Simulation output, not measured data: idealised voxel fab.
process module | voxel spacer lines
cross-section cut | 210 nm wide | cells 5 nm
A cross-section is a grid of square cells, given in bands from the top down. A band is one or more rows of cells.
Each band's line starts with the height of the band's top and of its bottom, in nm. Then come its materials from left to right, each with its width in nm. One material with "throughout" fills the band from edge to edge. "air" is empty space.
Height 0 is the level under which the wafer as received is all one material. The lowest band goes on downwards, as in "0 down".
A width such as "30 to 40" changes by the same amount from each row of cells to the next, from the band's top row to its bottom row.
"no change" after a step means that no cell of the cross-section changed.
closed voids: empty space of 8 cells or more with no open way to the top, each as width x height at its distance from the left edge, in nm
after a step's settings: what the simulator itself notes on the step
overlay nm, on a step with a mask: how far to the right of its planned place the mask lay; to the left if negative
plan
1 op RECEIVE | material Si
2 op CONFORMAL_DEP | material Al2O3 | thk nm 5
3 op DIRECTIONAL_DEP | material polySi | thk nm 20
4 op DIRECTIONAL_DEP | material aC | thk nm 30
5 op PATTERN | tone cover | mask id MANDREL | material resist | width nm 25 | pitch nm 70 | thk nm 40 | overlay nm 0
6 op DIRECTIONAL_ETCH | etch materials aC | depth nm 30
7 op STRIP | etch materials resist
8 op CONFORMAL_DEP | material SiN | thk nm 10
9 op DIRECTIONAL_ETCH | etch materials SiN | depth nm 10
10 op STRIP | etch materials aC
11 op DIRECTIONAL_ETCH | etch materials polySi | depth nm 20
12 op STRIP | etch materials SiN
13 op FILL_DEP | material SiO2 | thk nm 5
14 op CMP | height nm 25
first wafer, as planned
as received, after step 1
  0 down: Si throughout
  closed voids: none
after step 2
  5 to 0: Al2O3 throughout
  below 0: unchanged
after step 3
  25 to 5: polySi throughout
  below 5: unchanged
after step 4
  55 to 25: aC throughout
  below 25: unchanged
after step 5
  95 to 55: air 55 | resist 25 | air 45 | resist 25 | air 60
  below 55: unchanged
after step 6
  65 to 55: air 55 | resist 25 | air 45 | resist 25 | air 60
  55 to 25: air 55 | aC 25 | air 45 | aC 25 | air 60
  below 25: unchanged
after step 7
  55 to 25: air 55 | aC 25 | air 45 | aC 25 | air 60
  below 25: unchanged
after step 8
  65 to 55: air 45 | SiN 45 | air 25 | SiN 45 | air 50
  55 to 35: air 45 | SiN 10 | aC 25 | SiN 10 | air 25 | SiN 10 | aC 25 | SiN 10 | air 50
  35 to 25: SiN 55 | aC 25 | SiN 45 | aC 25 | SiN 60
  below 25: unchanged
after step 9
  55 to 25: air 45 | SiN 10 | aC 25 | SiN 10 | air 25 | SiN 10 | aC 25 | SiN 10 | air 50
  below 25: unchanged
after step 10
  55 to 25: air 45 | SiN 10 | air 25 | SiN 10 | air 25 | SiN 10 | air 25 | SiN 10 | air 50
  below 25: unchanged
after step 11
  55 to 25: air 45 | SiN 10 | air 25 | SiN 10 | air 25 | SiN 10 | air 25 | SiN 10 | air 50
  25 to 5: air 45 | polySi 10 | air 25 | polySi 10 | air 25 | polySi 10 | air 25 | polySi 10 | air 50
  below 5: unchanged
after step 12
  25 to 5: air 45 | polySi 10 | air 25 | polySi 10 | air 25 | polySi 10 | air 25 | polySi 10 | air 50
  below 5: unchanged
after step 13
  30 to 25: SiO2 throughout
  25 to 5: SiO2 45 | polySi 10 | SiO2 25 | polySi 10 | SiO2 25 | polySi 10 | SiO2 25 | polySi 10 | SiO2 50
  below 5: unchanged
after step 14
  25 to 5: SiO2 45 | polySi 10 | SiO2 25 | polySi 10 | SiO2 25 | polySi 10 | SiO2 25 | polySi 10 | SiO2 50
  below 5: unchanged
second wafer: like start, like plan, one mistake. Through step 4 it matches the first wafer
when step 5 should have ended
  95 to 55: air 60 | resist 15 | air 55 | resist 15 | air 65
  below 55: unchanged
when step 6 should have ended
  65 to 55: air 60 | resist 15 | air 55 | resist 15 | air 65
  55 to 25: air 60 | aC 15 | air 55 | aC 15 | air 65
  below 25: unchanged
when step 7 should have ended
  55 to 25: air 60 | aC 15 | air 55 | aC 15 | air 65
  below 25: unchanged
when step 8 should have ended
  65 to 55: air 50 | SiN 35 | air 35 | SiN 35 | air 55
  55 to 35: air 50 | SiN 10 | aC 15 | SiN 10 | air 35 | SiN 10 | aC 15 | SiN 10 | air 55
  35 to 25: SiN 60 | aC 15 | SiN 55 | aC 15 | SiN 65
  below 25: unchanged
when step 9 should have ended
  55 to 25: air 50 | SiN 10 | aC 15 | SiN 10 | air 35 | SiN 10 | aC 15 | SiN 10 | air 55
  below 25: unchanged
when step 10 should have ended
  55 to 25: air 50 | SiN 10 | air 15 | SiN 10 | air 35 | SiN 10 | air 15 | SiN 10 | air 55
  below 25: unchanged
when step 11 should have ended
  55 to 25: air 50 | SiN 10 | air 15 | SiN 10 | air 35 | SiN 10 | air 15 | SiN 10 | air 55
  25 to 5: air 50 | polySi 10 | air 15 | polySi 10 | air 35 | polySi 10 | air 15 | polySi 10 | air 55
  below 5: unchanged
when step 12 should have ended
  25 to 5: air 50 | polySi 10 | air 15 | polySi 10 | air 35 | polySi 10 | air 15 | polySi 10 | air 55
  below 5: unchanged
when step 13 should have ended
  30 to 25: SiO2 throughout
  25 to 5: SiO2 50 | polySi 10 | SiO2 15 | polySi 10 | SiO2 35 | polySi 10 | SiO2 15 | polySi 10 | SiO2 55
  below 5: unchanged
when step 14 should have ended
  25 to 5: SiO2 50 | polySi 10 | SiO2 15 | polySi 10 | SiO2 35 | polySi 10 | SiO2 15 | polySi 10 | SiO2 55
  below 5: unchanged
what went wrong: step 5 ran as: op PATTERN | tone cover | mask id MANDREL | material resist | width nm 15 | pitch nm 70 | thk nm 40 | overlay nm 0
at the end the second wafer has, in cells: as many of each material as the first, in other places
